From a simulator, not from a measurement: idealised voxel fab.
process module | voxel self aligned contacts
cross-section cut | 265 nm wide | cells 5 nm
A cross-section is a grid of square cells, given in bands from the top down. A band is one or more rows of cells.
Each band's line starts with the height of the band's top and of its bottom, in nm. Then come its materials from left to right, each with its width in nm. One material with "throughout" fills the band from edge to edge. "air" is empty space.
Height 0 is the level under which the wafer as received is all one material. The lowest band goes on downwards, as in "0 down".
A width such as "30 to 40" changes by the same amount from each row of cells to the next, from the band's top row to its bottom row.
"no change" after a step means that no cell of the cross-section changed.
closed voids: empty space of 8 cells or more with no open way to the top, each as width x height at its distance from the left edge, in nm
after a step's settings: what the simulator itself notes on the step
overlay nm, on a step with a mask: how far to the right of its planned place the mask lay; to the left if negative
plan
1 op RECEIVE | material Si
2 op CONFORMAL_DEP | material SiO2 | thk nm 5
3 op DIRECTIONAL_DEP | material polySi | thk nm 20
4 op DIRECTIONAL_DEP | material SiN | thk nm 15
5 op PATTERN | tone cover | mask id GATE | material resist | width nm 35 | pitch nm 70 | thk nm 15 | overlay nm 0
6 op DIRECTIONAL_ETCH | etch materials SiN | depth nm 15
7 op DIRECTIONAL_ETCH | etch materials polySi | depth nm 20
8 op STRIP | etch materials resist
9 op CONFORMAL_DEP | material SiN | thk nm 5
10 op DIRECTIONAL_ETCH | etch materials SiN | depth nm 5
11 op FILL_DEP | material SiO2 | thk nm 10
12 op CMP | height nm 45
13 op PATTERN | tone open | mask id CONTACT | material resist | width nm 55 | thk nm 20 | overlay nm 0
14 op DIRECTIONAL_ETCH | etch materials SiO2 | depth nm 45
15 op STRIP | etch materials resist
16 op CONFORMAL_DEP | material TiN | thk nm 5
17 op FILL_DEP | material W | thk nm 5
18 op CMP | height nm 45
19 op CONFORMAL_DEP | material SiCN | thk nm 5
first wafer, as planned
as received, after step 1
  0 down: Si throughout
  closed voids: none
after step 2
  5 to 0: SiO2 throughout
  below 0: unchanged
after step 3
  25 to 5: polySi throughout
  below 5: unchanged
after step 4
  40 to 25: SiN throughout
  below 25: unchanged
after step 5
  55 to 40: air 80 | resist 35 | air 35 | resist 35 | air 80
  below 40: unchanged
after step 6
  55 to 40: air 80 | resist 35 | air 35 | resist 35 | air 80
  40 to 25: air 80 | SiN 35 | air 35 | SiN 35 | air 80
  below 25: unchanged
after step 7
  55 to 40: air 80 | resist 35 | air 35 | resist 35 | air 80
  40 to 25: air 80 | SiN 35 | air 35 | SiN 35 | air 80
  25 to 5: air 80 | polySi 35 | air 35 | polySi 35 | air 80
  below 5: unchanged
after step 8
  40 to 25: air 80 | SiN 35 | air 35 | SiN 35 | air 80
  below 25: unchanged
after step 9
  45 to 25: air 75 | SiN 45 | air 25 | SiN 45 | air 75
  25 to 10: air 75 | SiN 5 | polySi 35 | SiN 5 | air 25 | SiN 5 | polySi 35 | SiN 5 | air 75
  10 to 5: SiN 80 | polySi 35 | SiN 35 | polySi 35 | SiN 80
  below 5: unchanged
after step 10
  40 to 25: air 75 | SiN 45 | air 25 | SiN 45 | air 75
  25 to 5: air 75 | SiN 5 | polySi 35 | SiN 5 | air 25 | SiN 5 | polySi 35 | SiN 5 | air 75
  below 5: unchanged
after step 11
  50 to 40: SiO2 throughout
  40 to 25: SiO2 75 | SiN 45 | SiO2 25 | SiN 45 | SiO2 75
  25 to 5: SiO2 75 | SiN 5 | polySi 35 | SiN 5 | SiO2 25 | SiN 5 | polySi 35 | SiN 5 | SiO2 75
  below 5: unchanged
after step 12
  45 to 40: SiO2 throughout
  below 40: unchanged
after step 13
  65 to 45: resist 105 | air 55 | resist 105
  below 45: unchanged
after step 14
  65 to 45: resist 105 | air 55 | resist 105
  45 to 40: SiO2 105 | air 55 | SiO2 105
  40 to 25: SiO2 75 | SiN 45 | air 25 | SiN 45 | SiO2 75
  25 to 5: SiO2 75 | SiN 5 | polySi 35 | SiN 5 | air 25 | SiN 5 | polySi 35 | SiN 5 | SiO2 75
  5 to 0: SiO2 120 | air 25 | SiO2 120
  below 0: unchanged
after step 15
  45 to 40: SiO2 105 | air 55 | SiO2 105
  below 40: unchanged
after step 16
  50 to 45: TiN 110 | air 45 | TiN 110
  45 to 40: SiO2 105 | TiN 20 | air 15 | TiN 20 | SiO2 105
  40 to 25: SiO2 75 | SiN 45 | TiN 5 | air 15 | TiN 5 | SiN 45 | SiO2 75
  25 to 5: SiO2 75 | SiN 5 | polySi 35 | SiN 5 | TiN 5 | air 15 | TiN 5 | SiN 5 | polySi 35 | SiN 5 | SiO2 75
  5 to 0: SiO2 120 | TiN 25 | SiO2 120
  below 0: unchanged
after step 17
  55 to 50: W throughout
  50 to 45: TiN 110 | W 45 | TiN 110
  45 to 40: SiO2 105 | TiN 20 | W 15 | TiN 20 | SiO2 105
  40 to 25: SiO2 75 | SiN 45 | TiN 5 | W 15 | TiN 5 | SiN 45 | SiO2 75
  25 to 5: SiO2 75 | SiN 5 | polySi 35 | SiN 5 | TiN 5 | W 15 | TiN 5 | SiN 5 | polySi 35 | SiN 5 | SiO2 75
  below 5: unchanged
after step 18
  45 to 40: SiO2 105 | TiN 20 | W 15 | TiN 20 | SiO2 105
  below 40: unchanged
after step 19
  50 to 45: SiCN throughout
  below 45: unchanged
second wafer: like start, like plan, one mistake. Through step 2 it matches the first wafer
when step 3 should have ended
  45 to 5: polySi throughout
  below 5: unchanged
when step 4 should have ended
  60 to 45: SiN throughout
  below 45: unchanged
when step 5 should have ended
  75 to 60: air 80 | resist 35 | air 35 | resist 35 | air 80
  below 60: unchanged
when step 6 should have ended
  75 to 60: air 80 | resist 35 | air 35 | resist 35 | air 80
  60 to 45: air 80 | SiN 35 | air 35 | SiN 35 | air 80
  below 45: unchanged
when step 7 should have ended
  75 to 60: air 80 | resist 35 | air 35 | resist 35 | air 80
  60 to 45: air 80 | SiN 35 | air 35 | SiN 35 | air 80
  45 to 25: air 80 | polySi 35 | air 35 | polySi 35 | air 80
  below 25: unchanged
when step 8 should have ended
  60 to 45: air 80 | SiN 35 | air 35 | SiN 35 | air 80
  below 45: unchanged
when step 9 should have ended
  65 to 45: air 75 | SiN 45 | air 25 | SiN 45 | air 75
  45 to 30: air 75 | SiN 5 | polySi 35 | SiN 5 | air 25 | SiN 5 | polySi 35 | SiN 5 | air 75
  30 to 25: SiN 80 | polySi 35 | SiN 35 | polySi 35 | SiN 80
  below 25: unchanged
when step 10 should have ended
  60 to 45: air 75 | SiN 45 | air 25 | SiN 45 | air 75
  45 to 25: air 75 | SiN 5 | polySi 35 | SiN 5 | air 25 | SiN 5 | polySi 35 | SiN 5 | air 75
  below 25: unchanged
when step 11 should have ended
  70 to 60: SiO2 throughout
  60 to 45: SiO2 75 | SiN 45 | SiO2 25 | SiN 45 | SiO2 75
  45 to 25: SiO2 75 | SiN 5 | polySi 35 | SiN 5 | SiO2 25 | SiN 5 | polySi 35 | SiN 5 | SiO2 75
  below 25: unchanged
when step 12 should have ended
  45 to 25: SiO2 75 | SiN 5 | polySi 35 | SiN 5 | SiO2 25 | SiN 5 | polySi 35 | SiN 5 | SiO2 75
  below 25: unchanged
when step 13 should have ended
  65 to 45: resist 105 | air 55 | resist 105
  below 45: unchanged
when step 14 should have ended
  65 to 45: resist 105 | air 55 | resist 105
  45 to 25: SiO2 75 | SiN 5 | polySi 35 | SiN 5 | air 25 | SiN 5 | polySi 35 | SiN 5 | SiO2 75
  below 25: unchanged
when step 15 should have ended
  45 to 25: SiO2 75 | SiN 5 | polySi 35 | SiN 5 | air 25 | SiN 5 | polySi 35 | SiN 5 | SiO2 75
  below 25: unchanged
when step 16 should have ended
  50 to 45: TiN 125 | air 15 | TiN 125
  45 to 30: SiO2 75 | SiN 5 | polySi 35 | SiN 5 | TiN 5 | air 15 | TiN 5 | SiN 5 | polySi 35 | SiN 5 | SiO2 75
  30 to 25: SiO2 75 | SiN 5 | polySi 35 | SiN 5 | TiN 25 | SiN 5 | polySi 35 | SiN 5 | SiO2 75
  below 25: unchanged
when step 17 should have ended
  55 to 50: W throughout
  50 to 45: TiN 125 | W 15 | TiN 125
  45 to 30: SiO2 75 | SiN 5 | polySi 35 | SiN 5 | TiN 5 | W 15 | TiN 5 | SiN 5 | polySi 35 | SiN 5 | SiO2 75
  below 30: unchanged
when step 18 should have ended
  45 to 30: SiO2 75 | SiN 5 | polySi 35 | SiN 5 | TiN 5 | W 15 | TiN 5 | SiN 5 | polySi 35 | SiN 5 | SiO2 75
  below 30: unchanged
when step 19 should have ended
  50 to 45: SiCN throughout
  below 45: unchanged
what went wrong: step 3 was run twice
at the end the second wafer has, in cells: 54 fewer of SiN | 127 fewer of SiO2 | 16 fewer of TiN | 15 fewer of W | 212 more of polySi
